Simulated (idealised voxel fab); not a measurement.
process module | voxel gate over fins
The cross-section on display is named cut; it measures 235 nm wide, and its cells are 5 nm squares.
When this document writes out a cross-section, it uses a grid of square cells and lists it as bands, beginning at the top and moving down, with a band standing for one or more rows of cells.
Per band: top height and bottom height in nm, followed by the left-to-right materials and their widths in nm; "throughout" marks a single material spanning edge to edge, "blank" marks empty space.
Note: height 0 marks the level under which the wafer is uniformly one material as received. Lowest band unbounded below, written "z 0 and below".
Think of "30..40" as a width that walks from the first number to the second as you go down the band, top row to bottom row, taking equal-sized steps from row to row.
Step note "stayed the same" = no cross-section cell changed.
Basically, "Fully enclosed voids" tells you about the enclosed voids: empty spaces with no open way to the top, 8 cells or bigger, each written width x height at distance, where distance is from the left edge, all in nm.
Post-settings text on a step line: simulator's own remark regarding the step.
"overlay nm", when on a step's line for a step with a mask, measures how far to the right of its planned place the mask lay; a negative measure means to the left.

# Process steps foreseen in the plan
1,RECEIVE (material Si)
2,CONFORMAL_DEP (material SiN; thk nm 5)
3,MASKED_ETCH (tone cover; mask id FINS; width nm 15; pitch nm 50; etch materials SiN; depth nm 5; overlay nm 0)
4,MASKED_ETCH (tone cover; mask id FINS; width nm 15; pitch nm 50; etch materials Si; depth nm 35; overlay nm 0)
5,FILL_DEP (material SiO2; thk nm 10)
6,CMP (height nm 5)
7,DIRECTIONAL_DEP (material aC; thk nm 10)
8,PATTERN (tone open; mask id RAIL; material resist; width nm 15; thk nm 30; overlay nm 0)
9,DIRECTIONAL_ETCH (etch materials aC; depth nm 10)
10,STRIP (etch materials resist)
11,DIRECTIONAL_ETCH (etch materials SiO2; depth nm 35)
12,STRIP (etch materials aC)
13,CONFORMAL_DEP (material TiN; thk nm 5)
14,FILL_DEP (material W; thk nm 10)
15,CMP (height nm 5)
16,SELECTIVE_ETCH (etch materials W Ru TiN; depth nm 20)
17,FILL_DEP (material SiO2; thk nm 5)
18,CMP (height nm 5)
19,SELECTIVE_ETCH (etch materials SiO2; depth nm 15)
20,STRIP (etch materials SiN)
21,CONFORMAL_DEP (material HfO2; thk nm 5)
22,CONFORMAL_DEP (material TiN; thk nm 5)
23,CONFORMAL_DEP (material TiAl; thk nm 5)
24,CONFORMAL_DEP (material TiN; thk nm 5)
25,FILL_DEP (material W; thk nm 15)
26,CMP (height nm 30)
27,CONFORMAL_DEP (material SiCN; thk nm 10)

# Wafer cross-section on receipt, i.e. after step 1
* z 0 and below | Si throughout
* Fully enclosed voids: none

# Cross-sectional view of the first of the two wafers upon completion of the module, processed in accordance with the plan
* z 40 to 30 | SiCN throughout
* z 30 to 20 | W throughout
* z 20 to 15 | W 15 nm  TiN 205 nm  W 15 nm
* z 15 to 10 | W 15 nm  TiN 5 nm  TiAl 45 nm  TiN 5 nm  TiAl 45 nm  TiN 5 nm  TiAl 45 nm  TiN 5 nm  TiAl 45 nm  TiN 5 nm  W 15 nm
* z 10 to 5 | TiN 20 nm  TiAl 5 nm  TiN 35 nm  TiAl 5 nm  TiN 5 nm  TiAl 5 nm  TiN 35 nm  TiAl 5 nm  TiN 5 nm  TiAl 5 nm  TiN 35 nm  TiAl 5 nm  TiN 5 nm  TiAl 5 nm  TiN 35 nm  TiAl 5 nm  TiN 20 nm
* z 5 to 0 | TiAl 25 nm  TiN 5 nm  HfO2 25 nm  TiN 5 nm  TiAl 15 nm  TiN 5 nm  HfO2 25 nm  TiN 5 nm  TiAl 15 nm  TiN 5 nm  HfO2 25 nm  TiN 5 nm  TiAl 15 nm  TiN 5 nm  HfO2 25 nm  TiN 5 nm  TiAl 25 nm
* z 0 to -5 | TiN 30 nm  HfO2 5 nm  Si 15 nm  HfO2 5 nm  TiN 25 nm  HfO2 5 nm  Si 15 nm  HfO2 5 nm  TiN 25 nm  HfO2 5 nm  Si 15 nm  HfO2 5 nm  TiN 25 nm  HfO2 5 nm  Si 15 nm  HfO2 5 nm  TiN 30 nm
* z -5 to -10 | HfO2 35 nm  Si 15 nm  HfO2 35 nm  Si 15 nm  HfO2 35 nm  Si 15 nm  HfO2 35 nm  Si 15 nm  HfO2 35 nm
* z -10 to -15 | SiO2 35 nm  Si 15 nm  SiO2 35 nm  Si 15 nm  SiO2 35 nm  Si 15 nm  SiO2 35 nm  Si 15 nm  SiO2 35 nm
* z -15 to -25 | SiO2 35 nm  Si 15 nm  SiO2 10 nm  TiN 5 nm  W 5 nm  TiN 5 nm  SiO2 10 nm  Si 15 nm  SiO2 35 nm  Si 15 nm  SiO2 35 nm  Si 15 nm  SiO2 35 nm
* z -25 to -30 | SiO2 35 nm  Si 15 nm  SiO2 10 nm  TiN 15 nm  SiO2 10 nm  Si 15 nm  SiO2 35 nm  Si 15 nm  SiO2 35 nm  Si 15 nm  SiO2 35 nm
* z -30 to -35 | SiO2 35 nm  Si 15 nm  SiO2 35 nm  Si 15 nm  SiO2 35 nm  Si 15 nm  SiO2 35 nm  Si 15 nm  SiO2 35 nm
* z -35 and below | Si throughout
* Fully enclosed voids: none

# Presented here is a cross-section of the second of the two wafers as it stood at the end of the module. It was started in the same manner and assigned the same plan as the first wafer; however, one mistake was made in its execution
* z 40 to 30 | SiCN throughout
* z 30 to 20 | W throughout
* z 20 to 15 | W 15 nm  TiN 205 nm  W 15 nm
* z 15 to 10 | W 15 nm  TiN 5 nm  TiAl 45 nm  TiN 5 nm  TiAl 45 nm  TiN 5 nm  TiAl 45 nm  TiN 5 nm  TiAl 45 nm  TiN 5 nm  W 15 nm
* z 10 to 5 | TiN 20 nm  TiAl 5 nm  TiN 35 nm  TiAl 5 nm  TiN 5 nm  TiAl 5 nm  TiN 35 nm  TiAl 5 nm  TiN 5 nm  TiAl 5 nm  TiN 35 nm  TiAl 5 nm  TiN 5 nm  TiAl 5 nm  TiN 35 nm  TiAl 5 nm  TiN 20 nm
* z 5 to 0 | TiAl 25 nm  TiN 5 nm  HfO2 25 nm  TiN 5 nm  TiAl 15 nm  TiN 5 nm  HfO2 25 nm  TiN 5 nm  TiAl 15 nm  TiN 5 nm  HfO2 25 nm  TiN 5 nm  TiAl 15 nm  TiN 5 nm  HfO2 25 nm  TiN 5 nm  TiAl 25 nm
* z 0 to -5 | TiN 30 nm  HfO2 5 nm  Si 15 nm  HfO2 5 nm  TiN 25 nm  HfO2 5 nm  Si 15 nm  HfO2 5 nm  TiN 25 nm  HfO2 5 nm  Si 15 nm  HfO2 5 nm  TiN 25 nm  HfO2 5 nm  Si 15 nm  HfO2 5 nm  TiN 30 nm
* z -5 to -10 | HfO2 25 nm  TiN 5 nm  HfO2 5 nm  Si 15 nm  HfO2 5 nm  TiN 5 nm  HfO2 15 nm  TiN 5 nm  HfO2 5 nm  Si 15 nm  HfO2 5 nm  TiN 5 nm  HfO2 15 nm  TiN 5 nm  HfO2 5 nm  Si 15 nm  HfO2 5 nm  TiN 5 nm  HfO2 15 nm  TiN 5 nm  HfO2 5 nm  Si 15 nm  HfO2 5 nm  TiN 5 nm  HfO2 25 nm
* z -10 to -15 | SiO2 20 nm  HfO2 15 nm  Si 15 nm  HfO2 15 nm  SiO2 5 nm  HfO2 15 nm  Si 15 nm  HfO2 15 nm  SiO2 5 nm  HfO2 15 nm  Si 15 nm  HfO2 15 nm  SiO2 5 nm  HfO2 15 nm  Si 15 nm  HfO2 15 nm  SiO2 20 nm
* z -15 to -25 | SiO2 35 nm  Si 15 nm  SiO2 10 nm  TiN 5 nm  W 5 nm  TiN 5 nm  SiO2 10 nm  Si 15 nm  SiO2 35 nm  Si 15 nm  SiO2 35 nm  Si 15 nm  SiO2 35 nm
* z -25 to -30 | SiO2 35 nm  Si 15 nm  SiO2 10 nm  TiN 15 nm  SiO2 10 nm  Si 15 nm  SiO2 35 nm  Si 15 nm  SiO2 35 nm  Si 15 nm  SiO2 35 nm
* z -30 to -35 | SiO2 35 nm  Si 15 nm  SiO2 35 nm  Si 15 nm  SiO2 35 nm  Si 15 nm  SiO2 35 nm  Si 15 nm  SiO2 35 nm
* z -35 and below | Si throughout
* Fully enclosed voids: none
So what did we get wrong on this run? steps 19 and 20 of the plan were run in the wrong order, each in the other's place
Upon completion, the second wafer contains, in terms of cells, a greater or smaller amount of certain materials than the first wafer: HfO2: 16 more | SiO2: 24 fewer | TiN: 8 more
